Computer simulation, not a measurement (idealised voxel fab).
A process module follows: voxel self aligned vias.
Displayed cross-section: cut, width of 155 nm, square cells sized 5 nm.
Cross-sections here: square-cell grids, written as top-down lists of bands, a band being one or more rows of cells.
Top, bottom (nm), then materials left to right with widths (nm); lone material tagged "throughout" fills the whole band edge to edge; "blank" = empty space.
All heights in this document are referenced to 0, defined as the level beneath which the wafer, as received, consists entirely of one material. The lowest band is not bounded below; it extends indefinitely downward and is written in the form "0 down".
Width: "30->40" (first number = top row, second number = bottom row, same change from row to row of cells).
"no change occurred" means the step left every cell of the cross-section as it was.
"Voids lacking openings": empty spaces of 8 cells or more with no open way to the top, each given as width x height at distance, distance from the left edge, all in nm.
Step line, after settings: the simulator's comment on this step.
Steps that use a mask can have "overlay nm" on their line. It says how far the mask sat to the right of where it was meant to be. Negative means to the left.

List of planned process steps
- 1: RECEIVE (material Si)
- 2: CONFORMAL_DEP (material SiO2; thk nm 15)
- 3: CONFORMAL_DEP (material SiCN; thk nm 5)
- 4: DIRECTIONAL_DEP (material lowk; thk nm 30)
- 5: MASKED_ETCH (tone open; mask id LINES; width nm 30; pitch nm 60; etch materials lowk; depth nm 30; overlay nm 0)
- 6: CONFORMAL_DEP (material TiN; thk nm 5)
- 7: FILL_DEP (material W; thk nm 5)
- 8: CMP (height nm 50)
- 9: SELECTIVE_ETCH (etch materials W Ru TiN; depth nm 5)
- 10: FILL_DEP (material SiN; thk nm 10)
- 11: CMP (height nm 50)
- 12: DIRECTIONAL_DEP (material lowk; thk nm 20)
- 13: DIRECTIONAL_DEP (material aC; thk nm 10)
- 14: PATTERN (tone open; mask id VIAS; material resist; width nm 40; pitch nm 60; thk nm 25; overlay nm 0)
- 15: DIRECTIONAL_ETCH (etch materials aC; depth nm 10)
- 16: STRIP (etch materials resist)
- 17: DIRECTIONAL_ETCH (etch materials lowk; depth nm 20)
- 18: DIRECTIONAL_ETCH (etch materials SiN; depth nm 5)
- 19: STRIP (etch materials aC)
- 20: CONFORMAL_DEP (material TiN; thk nm 5)
- 21: FILL_DEP (material Ru; thk nm 5)
- 22: CMP (height nm 70)
- 23: CONFORMAL_DEP (material SiN; thk nm 5)

Run as planned: first of two wafers

Incoming wafer in cross-section (state: after step 1)
	0 down = Si throughout
	Voids lacking openings: none

Cross-section of the wafer after step 2
	15 to 0 = SiO2 throughout
	Whatever lies below 0 is exactly as it was before.

Cross-section of the wafer after step 3
	20 to 15 = SiCN throughout
	Whatever lies below 15 is exactly as it was before.

Cross-section of the wafer after step 4
	50 to 20 = lowk throughout
	Whatever lies below 20 is exactly as it was before.

Cross-section of the wafer after step 5
	50 to 20 = lowk 30 nm | blank 30 nm | lowk 30 nm | blank 30 nm | lowk 35 nm
	Whatever lies below 20 is exactly as it was before.

Cross-section of the wafer after step 6
	55 to 50 = TiN 35 nm | blank 20 nm | TiN 40 nm | blank 20 nm | TiN 40 nm
	50 to 25 = lowk 30 nm | TiN 5 nm | blank 20 nm | TiN 5 nm | lowk 30 nm | TiN 5 nm | blank 20 nm | TiN 5 nm | lowk 35 nm
	25 to 20 = lowk 30 nm | TiN 30 nm | lowk 30 nm | TiN 30 nm | lowk 35 nm
	Whatever lies below 20 is exactly as it was before.

Cross-section of the wafer after step 7
	60 to 55 = W throughout
	55 to 50 = TiN 35 nm | W 20 nm | TiN 40 nm | W 20 nm | TiN 40 nm
	50 to 25 = lowk 30 nm | TiN 5 nm | W 20 nm | TiN 5 nm | lowk 30 nm | TiN 5 nm | W 20 nm | TiN 5 nm | lowk 35 nm
	Whatever lies below 25 is exactly as it was before.

Cross-section of the wafer after step 8
	50 to 25 = lowk 30 nm | TiN 5 nm | W 20 nm | TiN 5 nm | lowk 30 nm | TiN 5 nm | W 20 nm | TiN 5 nm | lowk 35 nm
	Whatever lies below 25 is exactly as it was before.

Cross-section of the wafer after step 9
	50 to 45 = lowk 30 nm | blank 30 nm | lowk 30 nm | blank 30 nm | lowk 35 nm
	Whatever lies below 45 is exactly as it was before.

Cross-section of the wafer after step 10
	60 to 50 = SiN throughout
	50 to 45 = lowk 30 nm | SiN 30 nm | lowk 30 nm | SiN 30 nm | lowk 35 nm
	Whatever lies below 45 is exactly as it was before.

Cross-section of the wafer after step 11
	50 to 45 = lowk 30 nm | SiN 30 nm | lowk 30 nm | SiN 30 nm | lowk 35 nm
	Whatever lies below 45 is exactly as it was before.

Cross-section of the wafer after step 12
	70 to 50 = lowk throughout
	Whatever lies below 50 is exactly as it was before.

Cross-section of the wafer after step 13
	80 to 70 = aC throughout
	Whatever lies below 70 is exactly as it was before.

Cross-section of the wafer after step 14
	105 to 80 = resist 25 nm | blank 40 nm | resist 20 nm | blank 40 nm | resist 30 nm
	Whatever lies below 80 is exactly as it was before.

Cross-section of the wafer after step 15
	95 to 80 = resist 25 nm | blank 40 nm | resist 20 nm | blank 40 nm | resist 30 nm
	80 to 70 = aC 25 nm | blank 40 nm | aC 20 nm | blank 40 nm | aC 30 nm
	Whatever lies below 70 is exactly as it was before.

Cross-section of the wafer after step 16
	80 to 70 = aC 25 nm | blank 40 nm | aC 20 nm | blank 40 nm | aC 30 nm
	Whatever lies below 70 is exactly as it was before.

Cross-section of the wafer after step 17
	80 to 70 = aC 25 nm | blank 40 nm | aC 20 nm | blank 40 nm | aC 30 nm
	70 to 50 = lowk 25 nm | blank 40 nm | lowk 20 nm | blank 40 nm | lowk 30 nm
	Whatever lies below 50 is exactly as it was before.

Cross-section of the wafer after step 18
	80 to 70 = aC 25 nm | blank 40 nm | aC 20 nm | blank 40 nm | aC 30 nm
	70 to 50 = lowk 25 nm | blank 40 nm | lowk 20 nm | blank 40 nm | lowk 30 nm
	50 to 45 = lowk 30 nm | blank 30 nm | lowk 30 nm | blank 30 nm | lowk 35 nm
	Whatever lies below 45 is exactly as it was before.

Cross-section of the wafer after step 19
	70 to 50 = lowk 25 nm | blank 40 nm | lowk 20 nm | blank 40 nm | lowk 30 nm
	Whatever lies below 50 is exactly as it was before.

Cross-section of the wafer after step 20
	75 to 70 = TiN 30 nm | blank 30 nm | TiN 30 nm | blank 30 nm | TiN 35 nm
	70 to 55 = lowk 25 nm | TiN 5 nm | blank 30 nm | TiN 5 nm | lowk 20 nm | TiN 5 nm | blank 30 nm | TiN 5 nm | lowk 30 nm
	55 to 50 = lowk 25 nm | TiN 10 nm | blank 20 nm | TiN 10 nm | lowk 20 nm | TiN 10 nm | blank 20 nm | TiN 10 nm | lowk 30 nm
	50 to 45 = lowk 30 nm | TiN 30 nm | lowk 30 nm | TiN 30 nm | lowk 35 nm
	Whatever lies below 45 is exactly as it was before.

Cross-section of the wafer after step 21
	80 to 75 = Ru throughout
	75 to 70 = TiN 30 nm | Ru 30 nm | TiN 30 nm | Ru 30 nm | TiN 35 nm
	70 to 55 = lowk 25 nm | TiN 5 nm | Ru 30 nm | TiN 5 nm | lowk 20 nm | TiN 5 nm | Ru 30 nm | TiN 5 nm | lowk 30 nm
	55 to 50 = lowk 25 nm | TiN 10 nm | Ru 20 nm | TiN 10 nm | lowk 20 nm | TiN 10 nm | Ru 20 nm | TiN 10 nm | lowk 30 nm
	Whatever lies below 50 is exactly as it was before.

Cross-section of the wafer after step 22
	70 to 55 = lowk 25 nm | TiN 5 nm | Ru 30 nm | TiN 5 nm | lowk 20 nm | TiN 5 nm | Ru 30 nm | TiN 5 nm | lowk 30 nm
	Whatever lies below 55 is exactly as it was before.

Cross-section of the wafer after step 23
	75 to 70 = SiN throughout
	Whatever lies below 70 is exactly as it was before.

Second of two: same start, same plan, one run error; steps up to and including 21 match the first

Second wafer, cross-section, planned end of step 22
	65 to 55 = lowk 25 nm | TiN 5 nm | Ru 30 nm | TiN 5 nm | lowk 20 nm | TiN 5 nm | Ru 30 nm | TiN 5 nm | lowk 30 nm
	Whatever lies below 55 is exactly as it was before.

Second wafer, cross-section, planned end of step 23
	70 to 65 = SiN throughout
	Whatever lies below 65 is exactly as it was before.
The plan and the run diverged here: step 22 did not happen as planned, as run it was CMP (height nm 65)
It is noted that, at the conclusion of processing, the second wafer exhibits a higher or lower cell count for certain materials relative to the first: 12 fewer of Ru, 4 fewer of TiN, 15 fewer of lowk
